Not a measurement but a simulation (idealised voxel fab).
Process module in this document: voxel quadruple lines
It is cross-section cut that appears here, measuring 160 nm in width, its square cells being 5 nm in size.
Just so we're on the same page, the cross-sections are grids of square cells, and they're listed out in bands top to bottom, each band one or more rows deep. In this notation a band is specified by the heights of its top and bottom, in that order and in nm, after which its materials appear from left to right, each paired with its width in nm. The word "all across" attached to a single material means that material fills the band from edge to edge; the word "empty" stands for empty space. Ref level 0: as-received wafer is one material below here. Bottom band extends down with no lower bound ("0..down"). Width spec "30->40" -> top row of cells at first value, bottom row at second value, equal per-row change in between. Step note "left unchanged" = no cross-section cell changed. Look at "Enclosed cavity list" for the closed voids: empty spaces with no open path to the top, sized 8 cells or up. Each is width x height at distance, distance from the left edge, all nm. Anything after a step's settings on that line? It's the simulator's own note about the step. "overlay nm", when on a step's line for a step with a mask, measures how far to the right of its planned place the mask lay; a negative measure means to the left.
# List of planned process steps
1: RECEIVE [material Si]
2: CONFORMAL_DEP [material Al2O3] [thk nm 10]
3: DIRECTIONAL_DEP [material Ru] [thk nm 10]
4: DIRECTIONAL_DEP [material polySi] [thk nm 20]
5: DIRECTIONAL_DEP [material aC] [thk nm 25]
6: PATTERN [tone cover] [mask id MANDREL] [material resist] [width nm 30] [thk nm 30] [overlay nm 0]
7: DIRECTIONAL_ETCH [etch materials aC] [depth nm 25]
8: STRIP [etch materials resist]
9: CONFORMAL_DEP [material SiO2] [thk nm 10]
10: DIRECTIONAL_ETCH [etch materials SiO2] [depth nm 10]
11: STRIP [etch materials aC]
12: DIRECTIONAL_ETCH [etch materials polySi] [depth nm 20]
13: STRIP [etch materials SiO2]
14: CONFORMAL_DEP [material SiCN] [thk nm 10]
15: DIRECTIONAL_ETCH [etch materials SiCN] [depth nm 10]
16: STRIP [etch materials polySi]
17: DIRECTIONAL_ETCH [etch materials Ru] [depth nm 10]
18: STRIP [etch materials SiCN]
19: FILL_DEP [material lowk] [thk nm 5]
20: CMP [height nm 20]
# First out of two wafers; run went to plan
# Delivered wafer in cross-section: state after step 1
    0..down  Si all across
    Enclosed cavity list: none
# You're looking at a cross-section of the wafer after step 2
    10..0  Al2O3 all across
    Below 0 it's all the same as before, nothing changed down there.
# You're looking at a cross-section of the wafer after step 3
    20..10  Ru all across
    Below 10 it's all the same as before, nothing changed down there.
# You're looking at a cross-section of the wafer after step 4
    40..20  polySi all across
    Below 20 it's all the same as before, nothing changed down there.
# You're looking at a cross-section of the wafer after step 5
    65..40  aC all across
    Below 40 it's all the same as before, nothing changed down there.
# You're looking at a cross-section of the wafer after step 6
    95..65  65 empty; 30 resist; 65 empty
    Below 65 it's all the same as before, nothing changed down there.
# You're looking at a cross-section of the wafer after step 7
    70..65  65 empty; 30 resist; 65 empty
    65..40  65 empty; 30 aC; 65 empty
    Below 40 it's all the same as before, nothing changed down there.
# You're looking at a cross-section of the wafer after step 8
    65..40  65 empty; 30 aC; 65 empty
    Below 40 it's all the same as before, nothing changed down there.
# You're looking at a cross-section of the wafer after step 9
    75..65  55 empty; 50 SiO2; 55 empty
    65..50  55 empty; 10 SiO2; 30 aC; 10 SiO2; 55 empty
    50..40  65 SiO2; 30 aC; 65 SiO2
    Below 40 it's all the same as before, nothing changed down there.
# You're looking at a cross-section of the wafer after step 10
    65..40  55 empty; 10 SiO2; 30 aC; 10 SiO2; 55 empty
    Below 40 it's all the same as before, nothing changed down there.
# You're looking at a cross-section of the wafer after step 11
    65..40  55 empty; 10 SiO2; 30 empty; 10 SiO2; 55 empty
    Below 40 it's all the same as before, nothing changed down there.
# You're looking at a cross-section of the wafer after step 12
    65..40  55 empty; 10 SiO2; 30 empty; 10 SiO2; 55 empty
    40..20  55 empty; 10 polySi; 30 empty; 10 polySi; 55 empty
    Below 20 it's all the same as before, nothing changed down there.
# You're looking at a cross-section of the wafer after step 13
    40..20  55 empty; 10 polySi; 30 empty; 10 polySi; 55 empty
    Below 20 it's all the same as before, nothing changed down there.
# You're looking at a cross-section of the wafer after step 14
    50..40  45 empty; 30 SiCN; 10 empty; 30 SiCN; 45 empty
    40..30  45 empty; 10 SiCN; 10 polySi; 10 SiCN; 10 empty; 10 SiCN; 10 polySi; 10 SiCN; 45 empty
    30..20  55 SiCN; 10 polySi; 30 SiCN; 10 polySi; 55 SiCN
    Below 20 it's all the same as before, nothing changed down there.
# You're looking at a cross-section of the wafer after step 15
    40..20  45 empty; 10 SiCN; 10 polySi; 10 SiCN; 10 empty; 10 SiCN; 10 polySi; 10 SiCN; 45 empty
    Below 20 it's all the same as before, nothing changed down there.
# You're looking at a cross-section of the wafer after step 16
    40..20  45 empty; 10 SiCN; 10 empty; 10 SiCN; 10 empty; 10 SiCN; 10 empty; 10 SiCN; 45 empty
    Below 20 it's all the same as before, nothing changed down there.
# You're looking at a cross-section of the wafer after step 17
    40..20  45 empty; 10 SiCN; 10 empty; 10 SiCN; 10 empty; 10 SiCN; 10 empty; 10 SiCN; 45 empty
    20..10  45 empty; 10 Ru; 10 empty; 10 Ru; 10 empty; 10 Ru; 10 empty; 10 Ru; 45 empty
    Below 10 it's all the same as before, nothing changed down there.
# You're looking at a cross-section of the wafer after step 18
    20..10  45 empty; 10 Ru; 10 empty; 10 Ru; 10 empty; 10 Ru; 10 empty; 10 Ru; 45 empty
    Below 10 it's all the same as before, nothing changed down there.
# You're looking at a cross-section of the wafer after step 19
    25..20  lowk all across
    20..10  45 lowk; 10 Ru; 10 lowk; 10 Ru; 10 lowk; 10 Ru; 10 lowk; 10 Ru; 45 lowk
    Below 10 it's all the same as before, nothing changed down there.
# You're looking at a cross-section of the wafer after step 20
    20..10  45 lowk; 10 Ru; 10 lowk; 10 Ru; 10 lowk; 10 Ru; 10 lowk; 10 Ru; 45 lowk
    Below 10 it's all the same as before, nothing changed down there.
# Second of two: same start, same plan, one run error; steps up to and including 2 match the first
# Cross-section: second wafer, time at which step 3 was scheduled to end
    20..10  aC all across
    Below 10 it's all the same as before, nothing changed down there.
# Cross-section: second wafer, time at which step 4 was scheduled to end
    40..20  polySi all across
    Below 20 it's all the same as before, nothing changed down there.
# Cross-section: second wafer, time at which step 5 was scheduled to end
    65..40  aC all across
    Below 40 it's all the same as before, nothing changed down there.
# Cross-section: second wafer, time at which step 6 was scheduled to end
    95..65  65 empty; 30 resist; 65 empty
    Below 65 it's all the same as before, nothing changed down there.
# Cross-section: second wafer, time at which step 7 was scheduled to end
    70..65  65 empty; 30 resist; 65 empty
    65..40  65 empty; 30 aC; 65 empty
    Below 40 it's all the same as before, nothing changed down there.
# Cross-section: second wafer, time at which step 8 was scheduled to end
    65..40  65 empty; 30 aC; 65 empty
    Below 40 it's all the same as before, nothing changed down there.
# Cross-section: second wafer, time at which step 9 was scheduled to end
    75..65  55 empty; 50 SiO2; 55 empty
    65..50  55 empty; 10 SiO2; 30 aC; 10 SiO2; 55 empty
    50..40  65 SiO2; 30 aC; 65 SiO2
    Below 40 it's all the same as before, nothing changed down there.
# Cross-section: second wafer, time at which step 10 was scheduled to end
    65..40  55 empty; 10 SiO2; 30 aC; 10 SiO2; 55 empty
    Below 40 it's all the same as before, nothing changed down there.
# Cross-section: second wafer, time at which step 11 was scheduled to end
    65..40  55 empty; 10 SiO2; 30 empty; 10 SiO2; 55 empty
    Below 40 it's all the same as before, nothing changed down there.
# Cross-section: second wafer, time at which step 12 was scheduled to end
    65..40  55 empty; 10 SiO2; 30 empty; 10 SiO2; 55 empty
    40..20  55 empty; 10 polySi; 30 empty; 10 polySi; 55 empty
    Below 20 it's all the same as before, nothing changed down there.
# Cross-section: second wafer, time at which step 13 was scheduled to end
    40..20  55 empty; 10 polySi; 30 empty; 10 polySi; 55 empty
    Below 20 it's all the same as before, nothing changed down there.
# Cross-section: second wafer, time at which step 14 was scheduled to end
    50..40  45 empty; 30 SiCN; 10 empty; 30 SiCN; 45 empty
    40..30  45 empty; 10 SiCN; 10 polySi; 10 SiCN; 10 empty; 10 SiCN; 10 polySi; 10 SiCN; 45 empty
    30..20  55 SiCN; 10 polySi; 30 SiCN; 10 polySi; 55 SiCN
    Below 20 it's all the same as before, nothing changed down there.
# Cross-section: second wafer, time at which step 15 was scheduled to end
    40..20  45 empty; 10 SiCN; 10 polySi; 10 SiCN; 10 empty; 10 SiCN; 10 polySi; 10 SiCN; 45 empty
    Below 20 it's all the same as before, nothing changed down there.
# Cross-section: second wafer, time at which step 16 was scheduled to end
    40..20  45 empty; 10 SiCN; 10 empty; 10 SiCN; 10 empty; 10 SiCN; 10 empty; 10 SiCN; 45 empty
    Below 20 it's all the same as before, nothing changed down there.
Cross-section: second wafer, time at which step 17 was scheduled to end: left unchanged
# Cross-section: second wafer, time at which step 18 was scheduled to end
    20..10  aC all across
    Below 10 it's all the same as before, nothing changed down there.
# Cross-section: second wafer, time at which step 19 was scheduled to end
    25..20  lowk all across
    Below 20 it's all the same as before, nothing changed down there.
# Cross-section: second wafer, time at which step 20 was scheduled to end
    20..10  aC all across
    Below 10 it's all the same as before, nothing changed down there.
Plan not followed: rather than as planned, step 3 actually ran as DIRECTIONAL_DEP [material aC] [thk nm 10]
At the finish, the second wafer shows more or fewer cells for some materials than the first does: -16 Ru, +64 aC, -48 lowk
